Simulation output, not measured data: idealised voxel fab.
Title: Process Module voxel gate over fins
Square cell edge 5 nm, section width 245 nm, ID cut.
Square cells in a grid make up a cross-section in this document, and the grid is given as bands, listed from the top down, each one or more rows of cells.
Top height, bottom height, nm. Materials left to right, width each, nm. Single material + "everywhere" = fills band edge to edge. "empty" = empty.
Ref level 0: as-received wafer is one material below here. Bottom band extends down with no lower bound ("0 -> down").
So if you see something like "30 to 40" for the width, read it as the top row of the band sitting at the first number and the bottom row at the second, with every row in between moving by the same amount as the last.
No cell of the cross-section changed in a step that is given as "no modifications".
Each empty space that has no open way to the top and spans at least 8 cells appears under "Closed internal cavities" as width x height at distance, the distance counted from the left edge, all in nm.
The remark found on a step's line after its settings is issued by the simulator itself and pertains to that step.
For masked steps, "overlay nm" on the step line gives how far right of plan the mask actually lay; a minus sign means it lay to the left.

Below is the list of planned process steps
1: RECEIVE (material Si)
2: CONFORMAL_DEP (material SiN; thk nm 10)
3: DIRECTIONAL_DEP (material aC; thk nm 10)
4: PATTERN (tone cover; mask id FINS; material resist; width nm 15; pitch nm 45; thk nm 30; overlay nm 0)
5: DIRECTIONAL_ETCH (etch materials aC; depth nm 5)
6: STRIP (etch materials resist)
7: DIRECTIONAL_ETCH (etch materials SiN; depth nm 10)
8: DIRECTIONAL_ETCH (etch materials Si; depth nm 30)
9: STRIP (etch materials aC)
10: FILL_DEP (material SiO2; thk nm 10)
11: CMP (height nm 10)
12: SELECTIVE_ETCH (etch materials SiO2; depth nm 20)
13: STRIP (etch materials SiN)
14: CONFORMAL_DEP (material HfO2; thk nm 5)
15: CONFORMAL_DEP (material TiN; thk nm 5)
16: FILL_DEP (material W; thk nm 10)
17: CMP (height nm 15)
18: CONFORMAL_DEP (material SiCN; thk nm 5)
Across this set of wafers, the varied parameter is the depth nm of step 5. Starting conditions are identical for every wafer, and the plan reports the value assigned to the first wafer.

Cross-sectional view of the first of several wafers in the as-received condition, corresponding to the state following step 1
0 -> down | Si everywhere
Closed internal cavities: none

Cross-section, first of several wafers, end of module, after last step 18
20 -> 15 | SiCN everywhere
15 -> 10 | W everywhere
10 -> 5 | TiN everywhere
5 -> 0 | HfO2 everywhere
0 -> down | Si everywhere
Closed internal cavities: none

Module end, final wafer: cross-section
20 -> 15 | SiCN everywhere
15 -> 10 | W everywhere
10 -> 5 | W 80 nm | TiN 35 nm | W 10 nm | TiN 35 nm | W 85 nm
5 -> 0 | W 80 nm | TiN 5 nm | HfO2 25 nm | TiN 5 nm | W 10 nm | TiN 5 nm | HfO2 25 nm | TiN 5 nm | W 85 nm
0 -> -5 | TiN 85 nm | HfO2 5 nm | Si 15 nm | HfO2 5 nm | TiN 20 nm | HfO2 5 nm | Si 15 nm | HfO2 5 nm | TiN 90 nm
-5 -> -10 | HfO2 90 nm | Si 15 nm | HfO2 30 nm | Si 15 nm | HfO2 95 nm
-10 -> -30 | SiO2 90 nm | Si 15 nm | SiO2 30 nm | Si 15 nm | SiO2 95 nm
-30 -> down | Si everywhere
Closed internal cavities: none

Take any row and you have a wafer at the end of the module: how many cells of each material it has gained (+) or lost (-) since it was received, and then its closed voids
depth nm 5; +49 HfO2; +49 SiCN; +49 TiN; +49 W; Closed internal cavities: none
depth nm 10; +57 HfO2; -258 Si; +49 SiCN; +172 SiO2; +57 TiN; +119 W; Closed internal cavities: none
depth nm 15; +57 HfO2; -258 Si; +49 SiCN; +172 SiO2; +57 TiN; +119 W; Closed internal cavities: none
depth nm 20; +57 HfO2; -258 Si; +49 SiCN; +172 SiO2; +57 TiN; +119 W; Closed internal cavities: none
depth nm 25; +57 HfO2; -258 Si; +49 SiCN; +172 SiO2; +57 TiN; +119 W; Closed internal cavities: none
